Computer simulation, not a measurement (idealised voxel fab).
voxel capacitor over wiring: a process module
We display cut, a cross-section 300 nm in width whose square cells are each 5 nm.
Throughout this document, each cross-section is represented as a grid of square cells and is presented as a sequence of bands enumerated from the top downward, where a band comprises one or more rows of cells. First you get the band's top height and its bottom height, in nm, and then the materials it's made of, left to right, with each width in nm. If you see a single material with "full width", that one covers the band edge to edge. "empty" is empty space. Heads up on the height convention: 0 is the point under which the incoming wafer is all one material, and the lowest band has no bottom, it just keeps going down, like "z 0 and below". A width such as "30->40" changes by the same amount from each row of cells to the next, from the band's top row to its bottom row. The cross-section has no changed cell in any step marked "no modifications". Closed-off voids of 8+ cells (no open route to the top) go in "Fully sealed cavities", written width x height at distance from the left edge, in nm. Formally, on a step line, whatever follows the settings is a remark that the simulator itself makes on the step. Regarding "overlay nm": on a step with a mask, it is the distance the mask lay to the right of its planned place; a negative value places it to the left.

THIS SECTION LISTS THE PROCESS STEPS THAT WERE PLANNED
1 RECEIVE | material Si
2 CONFORMAL_DEP | material SiO2 | thk nm 15
3 DIRECTIONAL_DEP | material TiN | thk nm 5
4 DIRECTIONAL_DEP | material W | thk nm 25
5 PATTERN | tone cover | mask id METAL_1 | material resist | width nm 20 | pitch nm 85 | thk nm 20 | overlay nm 0
6 DIRECTIONAL_ETCH | etch materials W | depth nm 25
7 DIRECTIONAL_ETCH | etch materials TiN | depth nm 5
8 STRIP | etch materials resist
9 CONFORMAL_DEP | material SiN | thk nm 5
10 FILL_DEP | material lowk | thk nm 10
11 CMP | height nm 45
12 CONFORMAL_DEP | material SiCN | thk nm 5
13 DIRECTIONAL_DEP | material lowk | thk nm 15
14 DIRECTIONAL_DEP | material aC | thk nm 10
15 PATTERN | tone open | mask id PLUG_1 | material resist | width nm 15 | thk nm 30 | overlay nm 0
16 DIRECTIONAL_ETCH | etch materials aC | depth nm 10
17 STRIP | etch materials resist
18 DIRECTIONAL_ETCH | etch materials lowk | depth nm 15
19 DIRECTIONAL_ETCH | etch materials SiCN | depth nm 5
20 STRIP | etch materials aC
21 EPI | material Ru | thk nm 10
22 EPI | material Ru | thk nm 10
23 DIRECTIONAL_DEP | material TiN | thk nm 5
24 DIRECTIONAL_DEP | material Al2O3 | thk nm 5
25 DIRECTIONAL_DEP | material TiN | thk nm 10
26 MASKED_ETCH | tone cover | mask id UPPER_PLATE | width nm 70 | etch materials TiN | depth nm 10 | overlay nm 0
27 MASKED_ETCH | tone cover | mask id UPPER_PLATE | width nm 70 | etch materials Al2O3 | depth nm 5 | overlay nm 0
28 DIRECTIONAL_DEP | material aC | thk nm 15
29 PATTERN | tone cover | mask id LOWER_PLATE | material resist | width nm 80 | thk nm 30 | overlay nm 0
30 DIRECTIONAL_ETCH | etch materials aC | depth nm 15
31 STRIP | etch materials resist
32 DIRECTIONAL_ETCH | etch materials TiN | depth nm 5
33 STRIP | etch materials aC
34 FILL_DEP | material SiO2 | thk nm 20
35 CMP | height nm 100
36 MASKED_ETCH | tone open | mask id PLUG_2 | width nm 15 | etch materials SiO2 | depth nm 15 | overlay nm 0
37 CONFORMAL_DEP | material TiN | thk nm 5
38 FILL_DEP | material Ru | thk nm 10
39 CMP | height nm 100
40 CONFORMAL_DEP | material SiN | thk nm 5

ON THE FIRST OF THE TWO WAFERS: RUN CONDUCTED ACCORDING TO PLAN

CROSS-SECTION, INCOMING MATERIAL, AFTER STEP 1
* z 0 and below  Si full width
* Fully sealed cavities: none

SO THIS IS THE WAFER CROSS-SECTION RIGHT AFTER STEP 2
* z 15 to 0  SiO2 full width
* Beneath the level 0, the cross-section is identical to its previous state.

SO THIS IS THE WAFER CROSS-SECTION RIGHT AFTER STEP 3
* z 20 to 15  TiN full width
* Beneath the level 15, the cross-section is identical to its previous state.

SO THIS IS THE WAFER CROSS-SECTION RIGHT AFTER STEP 4
* z 45 to 20  W full width
* Beneath the level 20, the cross-section is identical to its previous state.

SO THIS IS THE WAFER CROSS-SECTION RIGHT AFTER STEP 5
* z 65 to 45  95 nm empty, then 20 nm resist, then 65 nm empty, then 20 nm resist, then 100 nm empty
* Beneath the level 45, the cross-section is identical to its previous state.

SO THIS IS THE WAFER CROSS-SECTION RIGHT AFTER STEP 6
* z 65 to 45  95 nm empty, then 20 nm resist, then 65 nm empty, then 20 nm resist, then 100 nm empty
* z 45 to 20  95 nm empty, then 20 nm W, then 65 nm empty, then 20 nm W, then 100 nm empty
* Beneath the level 20, the cross-section is identical to its previous state.

SO THIS IS THE WAFER CROSS-SECTION RIGHT AFTER STEP 7
* z 65 to 45  95 nm empty, then 20 nm resist, then 65 nm empty, then 20 nm resist, then 100 nm empty
* z 45 to 20  95 nm empty, then 20 nm W, then 65 nm empty, then 20 nm W, then 100 nm empty
* z 20 to 15  95 nm empty, then 20 nm TiN, then 65 nm empty, then 20 nm TiN, then 100 nm empty
* Beneath the level 15, the cross-section is identical to its previous state.

SO THIS IS THE WAFER CROSS-SECTION RIGHT AFTER STEP 8
* z 45 to 20  95 nm empty, then 20 nm W, then 65 nm empty, then 20 nm W, then 100 nm empty
* Beneath the level 20, the cross-section is identical to its previous state.

SO THIS IS THE WAFER CROSS-SECTION RIGHT AFTER STEP 9
* z 50 to 45  90 nm empty, then 30 nm SiN, then 55 nm empty, then 30 nm SiN, then 95 nm empty
* z 45 to 20  90 nm empty, then 5 nm SiN, then 20 nm W, then 5 nm SiN, then 55 nm empty, then 5 nm SiN, then 20 nm W, then 5 nm SiN, then 95 nm empty
* z 20 to 15  95 nm SiN, then 20 nm TiN, then 65 nm SiN, then 20 nm TiN, then 100 nm SiN
* Beneath the level 15, the cross-section is identical to its previous state.

SO THIS IS THE WAFER CROSS-SECTION RIGHT AFTER STEP 10
* z 60 to 50  lowk full width
* z 50 to 45  90 nm lowk, then 30 nm SiN, then 55 nm lowk, then 30 nm SiN, then 95 nm lowk
* z 45 to 20  90 nm lowk, then 5 nm SiN, then 20 nm W, then 5 nm SiN, then 55 nm lowk, then 5 nm SiN, then 20 nm W, then 5 nm SiN, then 95 nm lowk
* Beneath the level 20, the cross-section is identical to its previous state.

SO THIS IS THE WAFER CROSS-SECTION RIGHT AFTER STEP 11
* z 45 to 20  90 nm lowk, then 5 nm SiN, then 20 nm W, then 5 nm SiN, then 55 nm lowk, then 5 nm SiN, then 20 nm W, then 5 nm SiN, then 95 nm lowk
* Beneath the level 20, the cross-section is identical to its previous state.

SO THIS IS THE WAFER CROSS-SECTION RIGHT AFTER STEP 12
* z 50 to 45  SiCN full width
* Beneath the level 45, the cross-section is identical to its previous state.

SO THIS IS THE WAFER CROSS-SECTION RIGHT AFTER STEP 13
* z 65 to 50  lowk full width
* Beneath the level 50, the cross-section is identical to its previous state.

SO THIS IS THE WAFER CROSS-SECTION RIGHT AFTER STEP 14
* z 75 to 65  aC full width
* Beneath the level 65, the cross-section is identical to its previous state.

SO THIS IS THE WAFER CROSS-SECTION RIGHT AFTER STEP 15
* z 105 to 75  100 nm resist, then 15 nm empty, then 185 nm resist
* Beneath the level 75, the cross-section is identical to its previous state.

SO THIS IS THE WAFER CROSS-SECTION RIGHT AFTER STEP 16
* z 95 to 75  100 nm resist, then 15 nm empty, then 185 nm resist
* z 75 to 65  100 nm aC, then 15 nm empty, then 185 nm aC
* Beneath the level 65, the cross-section is identical to its previous state.

SO THIS IS THE WAFER CROSS-SECTION RIGHT AFTER STEP 17
* z 75 to 65  100 nm aC, then 15 nm empty, then 185 nm aC
* Beneath the level 65, the cross-section is identical to its previous state.

SO THIS IS THE WAFER CROSS-SECTION RIGHT AFTER STEP 18
* z 75 to 65  100 nm aC, then 15 nm empty, then 185 nm aC
* z 65 to 50  100 nm lowk, then 15 nm empty, then 185 nm lowk
* Beneath the level 50, the cross-section is identical to its previous state.

SO THIS IS THE WAFER CROSS-SECTION RIGHT AFTER STEP 19
* z 75 to 65  100 nm aC, then 15 nm empty, then 185 nm aC
* z 65 to 50  100 nm lowk, then 15 nm empty, then 185 nm lowk
* z 50 to 45  100 nm SiCN, then 15 nm empty, then 185 nm SiCN
* Beneath the level 45, the cross-section is identical to its previous state.

SO THIS IS THE WAFER CROSS-SECTION RIGHT AFTER STEP 20
* z 65 to 50  100 nm lowk, then 15 nm empty, then 185 nm lowk
* Beneath the level 50, the cross-section is identical to its previous state.

SO THIS IS THE WAFER CROSS-SECTION RIGHT AFTER STEP 21
* z 65 to 55  100 nm lowk, then 15 nm empty, then 185 nm lowk
* z 55 to 50  100 nm lowk, then 15 nm Ru, then 185 nm lowk
* z 50 to 45  100 nm SiCN, then 15 nm Ru, then 185 nm SiCN
* Beneath the level 45, the cross-section is identical to its previous state.

SO THIS IS THE WAFER CROSS-SECTION RIGHT AFTER STEP 22
* z 65 to 50  100 nm lowk, then 15 nm Ru, then 185 nm lowk
* Beneath the level 50, the cross-section is identical to its previous state.

SO THIS IS THE WAFER CROSS-SECTION RIGHT AFTER STEP 23
* z 70 to 65  TiN full width
* Beneath the level 65, the cross-section is identical to its previous state.

SO THIS IS THE WAFER CROSS-SECTION RIGHT AFTER STEP 24
* z 75 to 70  Al2O3 full width
* Beneath the level 70, the cross-section is identical to its previous state.

SO THIS IS THE WAFER CROSS-SECTION RIGHT AFTER STEP 25
* z 85 to 75  TiN full width
* Beneath the level 75, the cross-section is identical to its previous state.

SO THIS IS THE WAFER CROSS-SECTION RIGHT AFTER STEP 26
* z 85 to 75  100 nm empty, then 70 nm TiN, then 130 nm empty
* Beneath the level 75, the cross-section is identical to its previous state.

SO THIS IS THE WAFER CROSS-SECTION RIGHT AFTER STEP 27
* z 85 to 75  100 nm empty, then 70 nm TiN, then 130 nm empty
* z 75 to 70  100 nm empty, then 70 nm Al2O3, then 130 nm empty
* Beneath the level 70, the cross-section is identical to its previous state.

SO THIS IS THE WAFER CROSS-SECTION RIGHT AFTER STEP 28
* z 100 to 85  100 nm empty, then 70 nm aC, then 130 nm empty
* z 85 to 75  100 nm aC, then 70 nm TiN, then 130 nm aC
* z 75 to 70  100 nm aC, then 70 nm Al2O3, then 130 nm aC
* Beneath the level 70, the cross-section is identical to its previous state.

SO THIS IS THE WAFER CROSS-SECTION RIGHT AFTER STEP 29
* z 130 to 100  95 nm empty, then 80 nm resist, then 125 nm empty
* z 100 to 85  95 nm empty, then 5 nm resist, then 70 nm aC, then 5 nm resist, then 125 nm empty
* Beneath the level 85, the cross-section is identical to its previous state.

SO THIS IS THE WAFER CROSS-SECTION RIGHT AFTER STEP 30
* z 115 to 100  95 nm empty, then 80 nm resist, then 125 nm empty
* z 100 to 85  95 nm empty, then 5 nm resist, then 70 nm aC, then 5 nm resist, then 125 nm empty
* z 85 to 75  95 nm empty, then 5 nm aC, then 70 nm TiN, then 5 nm aC, then 125 nm empty
* z 75 to 70  95 nm empty, then 5 nm aC, then 70 nm Al2O3, then 5 nm aC, then 125 nm empty
* Beneath the level 70, the cross-section is identical to its previous state.

SO THIS IS THE WAFER CROSS-SECTION RIGHT AFTER STEP 31
* z 100 to 85  100 nm empty, then 70 nm aC, then 130 nm empty
* Beneath the level 85, the cross-section is identical to its previous state.

SO THIS IS THE WAFER CROSS-SECTION RIGHT AFTER STEP 32
* z 100 to 85  100 nm empty, then 70 nm aC, then 130 nm empty
* z 85 to 75  95 nm empty, then 5 nm aC, then 70 nm TiN, then 5 nm aC, then 125 nm empty
* z 75 to 70  95 nm empty, then 5 nm aC, then 70 nm Al2O3, then 5 nm aC, then 125 nm empty
* z 70 to 65  95 nm empty, then 80 nm TiN, then 125 nm empty
* Beneath the level 65, the cross-section is identical to its previous state.

SO THIS IS THE WAFER CROSS-SECTION RIGHT AFTER STEP 33
* z 85 to 75  100 nm empty, then 70 nm TiN, then 130 nm empty
* z 75 to 70  100 nm empty, then 70 nm Al2O3, then 130 nm empty
* Beneath the level 70, the cross-section is identical to its previous state.

SO THIS IS THE WAFER CROSS-SECTION RIGHT AFTER STEP 34
* z 105 to 85  SiO2 full width
* z 85 to 75  100 nm SiO2, then 70 nm TiN, then 130 nm SiO2
* z 75 to 70  100 nm SiO2, then 70 nm Al2O3, then 130 nm SiO2
* z 70 to 65  95 nm SiO2, then 80 nm TiN, then 125 nm SiO2
* Beneath the level 65, the cross-section is identical to its previous state.

SO THIS IS THE WAFER CROSS-SECTION RIGHT AFTER STEP 35
* z 100 to 85  SiO2 full width
* Beneath the level 85, the cross-section is identical to its previous state.

SO THIS IS THE WAFER CROSS-SECTION RIGHT AFTER STEP 36
* z 100 to 85  110 nm SiO2, then 15 nm empty, then 175 nm SiO2
* Beneath the level 85, the cross-section is identical to its previous state.

SO THIS IS THE WAFER CROSS-SECTION RIGHT AFTER STEP 37
* z 105 to 100  115 nm TiN, then 5 nm empty, then 180 nm TiN
* z 100 to 90  110 nm SiO2, then 5 nm TiN, then 5 nm empty, then 5 nm TiN, then 175 nm SiO2
* z 90 to 85  110 nm SiO2, then 15 nm TiN, then 175 nm SiO2
* Beneath the level 85, the cross-section is identical to its previous state.

SO THIS IS THE WAFER CROSS-SECTION RIGHT AFTER STEP 38
* z 115 to 105  Ru full width
* z 105 to 100  115 nm TiN, then 5 nm Ru, then 180 nm TiN
* z 100 to 90  110 nm SiO2, then 5 nm TiN, then 5 nm Ru, then 5 nm TiN, then 175 nm SiO2
* Beneath the level 90, the cross-section is identical to its previous state.

SO THIS IS THE WAFER CROSS-SECTION RIGHT AFTER STEP 39
* z 100 to 90  110 nm SiO2, then 5 nm TiN, then 5 nm Ru, then 5 nm TiN, then 175 nm SiO2
* Beneath the level 90, the cross-section is identical to its previous state.

SO THIS IS THE WAFER CROSS-SECTION RIGHT AFTER STEP 40
* z 105 to 100  SiN full width
* Beneath the level 100, the cross-section is identical to its previous state.

OKAY, SECOND WAFER. NOTHING DIFFERENT AT THE START, NOTHING DIFFERENT IN THE PLAN, JUST ONE MISTAKE SOMEWHERE IN THE RUNNING. AS FAR AS STEP 12, COUNTING THAT STEP, IT'S THE FIRST WAFER ALL OVER AGAIN

LOOK AT THE SECOND WAFER IN CROSS-SECTION AT THE TIME STEP 13 OUGHT TO HAVE FINISHED
* z 80 to 50  lowk full width
* Beneath the level 50, the cross-section is identical to its previous state.

LOOK AT THE SECOND WAFER IN CROSS-SECTION AT THE TIME STEP 14 OUGHT TO HAVE FINISHED
* z 90 to 80  aC full width
* Beneath the level 80, the cross-section is identical to its previous state.

LOOK AT THE SECOND WAFER IN CROSS-SECTION AT THE TIME STEP 15 OUGHT TO HAVE FINISHED
* z 120 to 90  100 nm resist, then 15 nm empty, then 185 nm resist
* Beneath the level 90, the cross-section is identical to its previous state.

LOOK AT THE SECOND WAFER IN CROSS-SECTION AT THE TIME STEP 16 OUGHT TO HAVE FINISHED
* z 110 to 90  100 nm resist, then 15 nm empty, then 185 nm resist
* z 90 to 80  100 nm aC, then 15 nm empty, then 185 nm aC
* Beneath the level 80, the cross-section is identical to its previous state.

LOOK AT THE SECOND WAFER IN CROSS-SECTION AT THE TIME STEP 17 OUGHT TO HAVE FINISHED
* z 90 to 80  100 nm aC, then 15 nm empty, then 185 nm aC
* Beneath the level 80, the cross-section is identical to its previous state.

LOOK AT THE SECOND WAFER IN CROSS-SECTION AT THE TIME STEP 18 OUGHT TO HAVE FINISHED
* z 90 to 80  100 nm aC, then 15 nm empty, then 185 nm aC
* z 80 to 65  100 nm lowk, then 15 nm empty, then 185 nm lowk
* Beneath the level 65, the cross-section is identical to its previous state.

Look at the second wafer in cross-section at the time step 19 ought to have finished: no modifications

LOOK AT THE SECOND WAFER IN CROSS-SECTION AT THE TIME STEP 20 OUGHT TO HAVE FINISHED
* z 80 to 65  100 nm lowk, then 15 nm empty, then 185 nm lowk
* Beneath the level 65, the cross-section is identical to its previous state.

Look at the second wafer in cross-section at the time step 21 ought to have finished: no modifications

Look at the second wafer in cross-section at the time step 22 ought to have finished: no modifications

LOOK AT THE SECOND WAFER IN CROSS-SECTION AT THE TIME STEP 23 OUGHT TO HAVE FINISHED
* z 85 to 80  100 nm TiN, then 15 nm empty, then 185 nm TiN
* z 80 to 70  100 nm lowk, then 15 nm empty, then 185 nm lowk
* z 70 to 65  100 nm lowk, then 15 nm TiN, then 185 nm lowk
* Beneath the level 65, the cross-section is identical to its previous state.

LOOK AT THE SECOND WAFER IN CROSS-SECTION AT THE TIME STEP 24 OUGHT TO HAVE FINISHED
* z 90 to 85  100 nm Al2O3, then 15 nm empty, then 185 nm Al2O3
* z 85 to 80  100 nm TiN, then 15 nm empty, then 185 nm TiN
* z 80 to 75  100 nm lowk, then 15 nm empty, then 185 nm lowk
* z 75 to 70  100 nm lowk, then 15 nm Al2O3, then 185 nm lowk
* Beneath the level 70, the cross-section is identical to its previous state.

LOOK AT THE SECOND WAFER IN CROSS-SECTION AT THE TIME STEP 25 OUGHT TO HAVE FINISHED
* z 100 to 90  100 nm TiN, then 15 nm empty, then 185 nm TiN
* z 90 to 85  100 nm Al2O3, then 15 nm empty, then 185 nm Al2O3
* z 85 to 80  TiN full width
* z 80 to 75  100 nm lowk, then 15 nm TiN, then 185 nm lowk
* Beneath the level 75, the cross-section is identical to its previous state.

LOOK AT THE SECOND WAFER IN CROSS-SECTION AT THE TIME STEP 26 OUGHT TO HAVE FINISHED
* z 100 to 90  115 nm empty, then 55 nm TiN, then 130 nm empty
* Beneath the level 90, the cross-section is identical to its previous state.

LOOK AT THE SECOND WAFER IN CROSS-SECTION AT THE TIME STEP 27 OUGHT TO HAVE FINISHED
* z 100 to 90  115 nm empty, then 55 nm TiN, then 130 nm empty
* z 90 to 85  115 nm empty, then 55 nm Al2O3, then 130 nm empty
* Beneath the level 85, the cross-section is identical to its previous state.

LOOK AT THE SECOND WAFER IN CROSS-SECTION AT THE TIME STEP 28 OUGHT TO HAVE FINISHED
* z 115 to 100  115 nm empty, then 55 nm aC, then 130 nm empty
* z 100 to 90  115 nm aC, then 55 nm TiN, then 130 nm aC
* z 90 to 85  115 nm aC, then 55 nm Al2O3, then 130 nm aC
* Beneath the level 85, the cross-section is identical to its previous state.

LOOK AT THE SECOND WAFER IN CROSS-SECTION AT THE TIME STEP 29 OUGHT TO HAVE FINISHED
* z 145 to 115  95 nm empty, then 80 nm resist, then 125 nm empty
* z 115 to 100  95 nm empty, then 20 nm resist, then 55 nm aC, then 5 nm resist, then 125 nm empty
* Beneath the level 100, the cross-section is identical to its previous state.

LOOK AT THE SECOND WAFER IN CROSS-SECTION AT THE TIME STEP 30 OUGHT TO HAVE FINISHED
* z 130 to 115  95 nm empty, then 80 nm resist, then 125 nm empty
* z 115 to 100  95 nm empty, then 20 nm resist, then 55 nm aC, then 5 nm resist, then 125 nm empty
* z 100 to 90  95 nm empty, then 20 nm aC, then 55 nm TiN, then 5 nm aC, then 125 nm empty
* z 90 to 85  95 nm empty, then 20 nm aC, then 55 nm Al2O3, then 5 nm aC, then 125 nm empty
* Beneath the level 85, the cross-section is identical to its previous state.

LOOK AT THE SECOND WAFER IN CROSS-SECTION AT THE TIME STEP 31 OUGHT TO HAVE FINISHED
* z 115 to 100  115 nm empty, then 55 nm aC, then 130 nm empty
* Beneath the level 100, the cross-section is identical to its previous state.

LOOK AT THE SECOND WAFER IN CROSS-SECTION AT THE TIME STEP 32 OUGHT TO HAVE FINISHED
* z 115 to 100  115 nm empty, then 55 nm aC, then 130 nm empty
* z 100 to 90  95 nm empty, then 20 nm aC, then 55 nm TiN, then 5 nm aC, then 125 nm empty
* z 90 to 85  95 nm empty, then 20 nm aC, then 55 nm Al2O3, then 5 nm aC, then 125 nm empty
* z 85 to 80  95 nm empty, then 80 nm TiN, then 125 nm empty
* Beneath the level 80, the cross-section is identical to its previous state.

LOOK AT THE SECOND WAFER IN CROSS-SECTION AT THE TIME STEP 33 OUGHT TO HAVE FINISHED
* z 100 to 90  115 nm empty, then 55 nm TiN, then 130 nm empty
* z 90 to 85  115 nm empty, then 55 nm Al2O3, then 130 nm empty
* Beneath the level 85, the cross-section is identical to its previous state.

LOOK AT THE SECOND WAFER IN CROSS-SECTION AT THE TIME STEP 34 OUGHT TO HAVE FINISHED
* z 120 to 100  SiO2 full width
* z 100 to 90  115 nm SiO2, then 55 nm TiN, then 130 nm SiO2
* z 90 to 85  115 nm SiO2, then 55 nm Al2O3, then 130 nm SiO2
* z 85 to 80  95 nm SiO2, then 80 nm TiN, then 125 nm SiO2
* Beneath the level 80, the cross-section is identical to its previous state.

LOOK AT THE SECOND WAFER IN CROSS-SECTION AT THE TIME STEP 35 OUGHT TO HAVE FINISHED
* z 100 to 90  115 nm SiO2, then 55 nm TiN, then 130 nm SiO2
* Beneath the level 90, the cross-section is identical to its previous state.

LOOK AT THE SECOND WAFER IN CROSS-SECTION AT THE TIME STEP 36 OUGHT TO HAVE FINISHED
* z 100 to 90  110 nm SiO2, then 5 nm empty, then 55 nm TiN, then 130 nm SiO2
* z 90 to 85  110 nm SiO2, then 5 nm empty, then 55 nm Al2O3, then 130 nm SiO2
* Beneath the level 85, the cross-section is identical to its previous state.

LOOK AT THE SECOND WAFER IN CROSS-SECTION AT THE TIME STEP 37 OUGHT TO HAVE FINISHED
* z 105 to 100  TiN full width
* z 100 to 90  110 nm SiO2, then 60 nm TiN, then 130 nm SiO2
* z 90 to 85  110 nm SiO2, then 5 nm TiN, then 55 nm Al2O3, then 130 nm SiO2
* Beneath the level 85, the cross-section is identical to its previous state.

LOOK AT THE SECOND WAFER IN CROSS-SECTION AT THE TIME STEP 38 OUGHT TO HAVE FINISHED
* z 115 to 105  Ru full width
* Beneath the level 105, the cross-section is identical to its previous state.

LOOK AT THE SECOND WAFER IN CROSS-SECTION AT THE TIME STEP 39 OUGHT TO HAVE FINISHED
* z 100 to 90  110 nm SiO2, then 60 nm TiN, then 130 nm SiO2
* Beneath the level 90, the cross-section is identical to its previous state.

LOOK AT THE SECOND WAFER IN CROSS-SECTION AT THE TIME STEP 40 OUGHT TO HAVE FINISHED
* z 105 to 100  SiN full width
* Beneath the level 100, the cross-section is identical to its previous state.
Processing error: the plan had its step 13 run twice
Wafer comparison, final, in cells, second relative to first, materials more or fewer: Ru: 14 fewer | SiCN: 3 more | SiO2: 165 fewer | TiN: 4 fewer | lowk: 180 more
